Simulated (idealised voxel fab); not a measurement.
Name of the process module below: voxel ribs on slabs
The width of the displayed cross-section, cut, is 255 nm; its cells are square, with a size of 5 nm.
Cross-section, as written here: a square-cell grid given band by band from the top down, where a band holds one or more rows of cells. First you get the band's top height and its bottom height, in nm, and then the materials it's made of, left to right, with each width in nm. If you see a single material with "full width", that one covers the band edge to edge. "empty" is empty space. Basically, 0 is our baseline, since under it the wafer straight out of the box is all one material. The bottom band has no lower end and keeps on going down, so it looks like "z 0 and below". The expression "30->40" gives the width at the extremes of the band, the first number at its top row of cells and the second at its bottom row, with the width changing by equal amounts from each row to the next in between. "everything unchanged" after a step means that no cell of the cross-section changed. What "Fully closed voids" gives you is every empty space of 8 cells or more that is cut off from the top. Each appears as width x height at distance, with the distance taken from the left edge and width, height and distance all in nm. Formally, on a step line, whatever follows the settings is a remark that the simulator itself makes on the step. overlay nm: step with mask; distance mask lay right of planned place; negative value = left of planned place.

**Steps in the process plan**
- 1: RECEIVE (material Si)
- 2: DIRECTIONAL_DEP (material SiO2; thk nm 25)
- 3: DIRECTIONAL_DEP (material polySi; thk nm 25)
- 4: MASKED_ETCH (tone cover; mask id RIB; width nm 20; etch materials polySi; depth nm 5; overlay nm 0)
- 5: DIRECTIONAL_DEP (material aC; thk nm 15)
- 6: PATTERN (tone cover; mask id SLAB; material resist; width nm 70; thk nm 30; overlay nm 0)
- 7: DIRECTIONAL_ETCH (etch materials aC; depth nm 15)
- 8: STRIP (etch materials resist)
- 9: DIRECTIONAL_ETCH (etch materials polySi; depth nm 20)
- 10: STRIP (etch materials aC)
- 11: FILL_DEP (material SiO2; thk nm 15)
- 12: CMP (height nm 60)
- 13: DIRECTIONAL_DEP (material TiN; thk nm 5)
- 14: MASKED_ETCH (tone cover; mask id HEATER; width nm 30; etch materials TiN; depth nm 5; overlay nm 0)
- 15: CONFORMAL_DEP (material SiO2; thk nm 10)

**Cross-sectional view of the wafer in its as-received condition, corresponding to the state after step 1**
  z 0 and below | Si full width
  Fully closed voids: none

**This is how the wafer looks in cross-section once the module is done, given the starting state and plan above and one mistake in carrying the plan out**
  z 75 to 70 | empty 100 / SiO2 50 / empty 105
  z 70 to 65 | SiO2 full width
  z 65 to 60 | SiO2 110 / TiN 30 / SiO2 115
  z 60 to 50 | SiO2 full width
  z 50 to 45 | SiO2 115 / polySi 20 / SiO2 120
  z 45 to 25 | SiO2 95 / polySi 60 / SiO2 100
  z 25 to 0 | SiO2 full width
  z 0 and below | Si full width
  Fully closed voids: none
Deviation noted in wafer processing: rather than as planned, step 6 actually ran as PATTERN (tone cover; mask id SLAB; material resist; width nm 60; thk nm 30; overlay nm 0)
